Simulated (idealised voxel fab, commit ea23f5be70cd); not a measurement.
voxel capacitor over wiring: a process module
Pictured: cross-section cut, 290 nm wide, on a grid of 5 nm square cells.
Square cells in a grid make up a cross-section in this document, and the grid is given as bands, listed from the top down, each one or more rows of cells. Band: top and bottom heights (nm) first, top before bottom; then materials from left to right, widths in nm. "throughout" marks a sole material filling the band edge to edge. "blank" denotes empty space. All heights in this document are referenced to 0, defined as the level beneath which the wafer, as received, consists entirely of one material. The lowest band is not bounded below; it extends indefinitely downward and is written in the form "0..down". Per-row width for "30..40": begins at first number (top row of band), ends at second number (bottom row), increment between rows held constant. What does "identical to before" mean for a step? It means no cell of the cross-section changed in that step. Each empty space that has no open way to the top and spans at least 8 cells appears under "Sealed cavities" as width x height at distance, the distance counted from the left edge, all in nm. Formally, on a step line, whatever follows the settings is a remark that the simulator itself makes on the step. For masked steps, "overlay nm" on the step line gives how far right of plan the mask actually lay; a minus sign means it lay to the left.

[These are the steps we planned for the process]
1) RECEIVE,material Si
2) CONFORMAL_DEP,material SiO2,thk nm 15
3) CONFORMAL_DEP,material SiN,thk nm 5
4) DIRECTIONAL_DEP,material lowk,thk nm 25
5) DIRECTIONAL_DEP,material aC,thk nm 10
6) PATTERN,tone open,mask id METAL_1,material resist,width nm 30,pitch nm 85,thk nm 30,overlay nm 0
7) DIRECTIONAL_ETCH,etch materials aC,depth nm 10
8) STRIP,etch materials resist
9) DIRECTIONAL_ETCH,etch materials lowk,depth nm 25
10) DIRECTIONAL_ETCH,etch materials SiN,depth nm 5
11) STRIP,etch materials aC
12) CONFORMAL_DEP,material TiN,thk nm 5
13) FILL_DEP,material W,thk nm 5
14) CMP,height nm 45
15) CONFORMAL_DEP,material SiCN,thk nm 5
16) DIRECTIONAL_DEP,material SiO2,thk nm 15
17) MASKED_ETCH,tone open,mask id PLUG_1,width nm 15,etch materials SiO2,depth nm 15,overlay nm 0
18) MASKED_ETCH,tone open,mask id PLUG_1,width nm 15,etch materials SiCN,depth nm 5,overlay nm 0
19) EPI,material Ru,thk nm 10
20) EPI,material Ru,thk nm 10
21) DIRECTIONAL_DEP,material TiN,thk nm 5
22) DIRECTIONAL_DEP,material HfO2,thk nm 5
23) DIRECTIONAL_DEP,material TiN,thk nm 10
24) MASKED_ETCH,tone cover,mask id UPPER_PLATE,width nm 60,etch materials TiN,depth nm 10,overlay nm 0
25) MASKED_ETCH,tone cover,mask id UPPER_PLATE,width nm 60,etch materials HfO2,depth nm 5,overlay nm 0
26) DIRECTIONAL_DEP,material aC,thk nm 10
27) PATTERN,tone cover,mask id LOWER_PLATE,material resist,width nm 70,thk nm 25,overlay nm 0
28) DIRECTIONAL_ETCH,etch materials aC,depth nm 10
29) STRIP,etch materials resist
30) DIRECTIONAL_ETCH,etch materials TiN,depth nm 5
31) STRIP,etch materials aC
32) FILL_DEP,material SiO2,thk nm 20
33) CMP,height nm 100
34) DIRECTIONAL_DEP,material aC,thk nm 15
35) PATTERN,tone open,mask id PLUG_2,material resist,width nm 15,thk nm 30,overlay nm 0
36) DIRECTIONAL_ETCH,etch materials aC,depth nm 15
37) STRIP,etch materials resist
38) DIRECTIONAL_ETCH,etch materials SiO2,depth nm 15
39) STRIP,etch materials aC
40) CONFORMAL_DEP,material TiN,thk nm 5
41) FILL_DEP,material Cu,thk nm 5
42) CMP,height nm 100
43) CONFORMAL_DEP,material SiN,thk nm 5

[Incoming wafer in cross-section (state: after step 1)]
    0..down: Si throughout
    Sealed cavities: none

[The following cross-section depicts the wafer upon conclusion of the module. Processing commenced from the starting condition illustrated above and adhered to the plan illustrated above, save for one mistake in execution]
    105..100: SiN throughout
    100..90: SiO2 (110)  TiN (5)  Cu (5)  TiN (5)  SiO2 (165)
    90..85: SiO2 (110)  TiN (15)  SiO2 (165)
    85..75: SiO2 (100)  TiN (60)  SiO2 (130)
    75..70: SiO2 (100)  HfO2 (60)  SiO2 (130)
    70..65: SiO2 (95)  TiN (70)  SiO2 (125)
    65..50: SiO2 (100)  Ru (15)  SiO2 (175)
    50..45: SiCN (100)  Ru (15)  SiCN (175)
    45..40: TiN (90)  W (20)  TiN (65)  W (20)  TiN (95)
    40..20: lowk (85)  TiN (5)  W (20)  TiN (5)  lowk (55)  TiN (5)  W (20)  TiN (5)  lowk (90)
    20..15: lowk (85)  TiN (30)  lowk (55)  TiN (30)  lowk (90)
    15..0: SiO2 throughout
    0..down: Si throughout
    Sealed cavities: none
Short version of what went wrong: step 3 of the plan did not run at all; it was left out
